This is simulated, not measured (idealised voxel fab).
The following is a process module called voxel capacitor over wiring.
Cross-sectional view cut (width: 245 nm; square cell size: 5 nm).
Cross-section, as written here: a square-cell grid given band by band from the top down, where a band holds one or more rows of cells. Per band: top height and bottom height in nm, followed by the left-to-right materials and their widths in nm; "throughout" marks a single material spanning edge to edge, "blank" marks empty space. The reference from which all heights are counted is 0, the level beneath which the as-received wafer is entirely one material; the lowest band, having no lower bound, proceeds downward and is written after the example "from 0 down". Width: "30 to 40" (first number = top row, second number = bottom row, same change from row to row of cells). "nothing altered" -> step changed no cross-section cell. Reported under the label "Closed empty spaces" are the empty spaces having no open way to the top and comprising 8 cells or more; the notation for each is width x height at distance, in which the distance is measured from the left edge and all three values are in nm. Heads up: the bit after the settings on a step's line is the simulator's remark on that step. "overlay nm" denotes, for a step that has a mask, the displacement of the mask to the right of its planned place, with negative values corresponding to the left.

[Steps in the process plan]
1 RECEIVE, material Si
2 CONFORMAL_DEP, material SiO2, thk nm 15
3 DIRECTIONAL_DEP, material TiN, thk nm 5
4 DIRECTIONAL_DEP, material W, thk nm 25
5 DIRECTIONAL_DEP, material aC, thk nm 10
6 PATTERN, tone cover, mask id METAL_1, material resist, width nm 25, pitch nm 80, thk nm 30, overlay nm 0
7 DIRECTIONAL_ETCH, etch materials aC, depth nm 10
8 STRIP, etch materials resist
9 DIRECTIONAL_ETCH, etch materials W, depth nm 25
10 DIRECTIONAL_ETCH, etch materials TiN, depth nm 5
11 STRIP, etch materials aC
12 CONFORMAL_DEP, material SiCN, thk nm 5
13 FILL_DEP, material lowk, thk nm 10
14 CMP, height nm 45
15 CONFORMAL_DEP, material SiCN, thk nm 5
16 DIRECTIONAL_DEP, material lowk, thk nm 10
17 DIRECTIONAL_DEP, material aC, thk nm 10
18 PATTERN, tone open, mask id PLUG_1, material resist, width nm 15, thk nm 30, overlay nm 0
19 DIRECTIONAL_ETCH, etch materials aC, depth nm 10
20 STRIP, etch materials resist
21 DIRECTIONAL_ETCH, etch materials lowk, depth nm 10
22 DIRECTIONAL_ETCH, etch materials SiCN, depth nm 5
23 STRIP, etch materials aC
24 CONFORMAL_DEP, material TiN, thk nm 5
25 FILL_DEP, material Cu, thk nm 5
26 CMP, height nm 60
27 DIRECTIONAL_DEP, material TiN, thk nm 5
28 DIRECTIONAL_DEP, material SiN, thk nm 5
29 DIRECTIONAL_DEP, material TiN, thk nm 5
30 DIRECTIONAL_DEP, material aC, thk nm 10
31 PATTERN, tone cover, mask id UPPER_PLATE, material resist, width nm 60, thk nm 30, overlay nm 0
32 DIRECTIONAL_ETCH, etch materials aC, depth nm 10
33 STRIP, etch materials resist
34 DIRECTIONAL_ETCH, etch materials TiN, depth nm 5
35 DIRECTIONAL_ETCH, etch materials SiN, depth nm 5
36 STRIP, etch materials aC
37 PATTERN, tone cover, mask id LOWER_PLATE, material resist, width nm 70, thk nm 20, overlay nm 0
38 DIRECTIONAL_ETCH, etch materials TiN, depth nm 5
39 STRIP, etch materials resist
40 FILL_DEP, material SiO2, thk nm 20
41 CMP, height nm 90
42 MASKED_ETCH, tone open, mask id PLUG_2, width nm 15, etch materials SiO2, depth nm 15, overlay nm 0
43 CONFORMAL_DEP, material TiN, thk nm 5
44 FILL_DEP, material Cu, thk nm 10
45 CMP, height nm 90
46 CONFORMAL_DEP, material SiN, thk nm 5

[Cross-section: wafer on arrival = after step 1]
	from 0 down = Si throughout
	Closed empty spaces: none

[First wafer of two, sectioned at end of module; run went per plan]
	from 95 to 90 = SiN throughout
	from 90 to 80 = SiO2: 90; TiN: 5; Cu: 5; TiN: 5; SiO2: 140
	from 80 to 70 = SiO2: 90 to 80; TiN: 15 to 60; SiO2: 140 to 105
	from 70 to 65 = SiO2: 80; SiN: 60; SiO2: 105
	from 65 to 60 = SiO2: 75; TiN: 70; SiO2: 100
	from 60 to 50 = lowk: 80; TiN: 5; Cu: 5; TiN: 5; lowk: 150
	from 50 to 45 = SiCN: 80; TiN: 15; SiCN: 150
	from 45 to 20 = lowk: 65; SiCN: 5; W: 25; SiCN: 5; lowk: 45; SiCN: 5; W: 25; SiCN: 5; lowk: 65
	from 20 to 15 = SiCN: 70; TiN: 25; SiCN: 55; TiN: 25; SiCN: 70
	from 15 to 0 = SiO2 throughout
	from 0 down = Si throughout
	Closed empty spaces: none

[Cross-section at end of module for the second wafer of two, which matched the first in starting point and plan and differed by one mistake in its processing]
	from 95 to 90 = SiN throughout
	from 90 to 80 = SiO2: 90; TiN: 5; Cu: 5; TiN: 5; SiO2: 140
	from 80 to 70 = SiO2: 90 to 85; TiN: 15 to 60; SiO2: 140 to 100
	from 70 to 65 = SiO2: 85; SiN: 60; SiO2: 100
	from 65 to 60 = SiO2: 75; TiN: 70; SiO2: 100
	from 60 to 50 = lowk: 80; TiN: 5; Cu: 5; TiN: 5; lowk: 150
	from 50 to 45 = SiCN: 80; TiN: 15; SiCN: 150
	from 45 to 20 = lowk: 65; SiCN: 5; W: 25; SiCN: 5; lowk: 45; SiCN: 5; W: 25; SiCN: 5; lowk: 65
	from 20 to 15 = SiCN: 70; TiN: 25; SiCN: 55; TiN: 25; SiCN: 70
	from 15 to 0 = SiO2 throughout
	from 0 down = Si throughout
	Closed empty spaces: none
Misprocessing identified: step 31 ran with different settings than intended, the actual operation and settings being PATTERN, tone cover, mask id UPPER_PLATE, material resist, width nm 60, thk nm 30, overlay nm 5
If you tally the cells, the second wafer ends up with the same amount of every material as the first; it's all just sitting in different places.
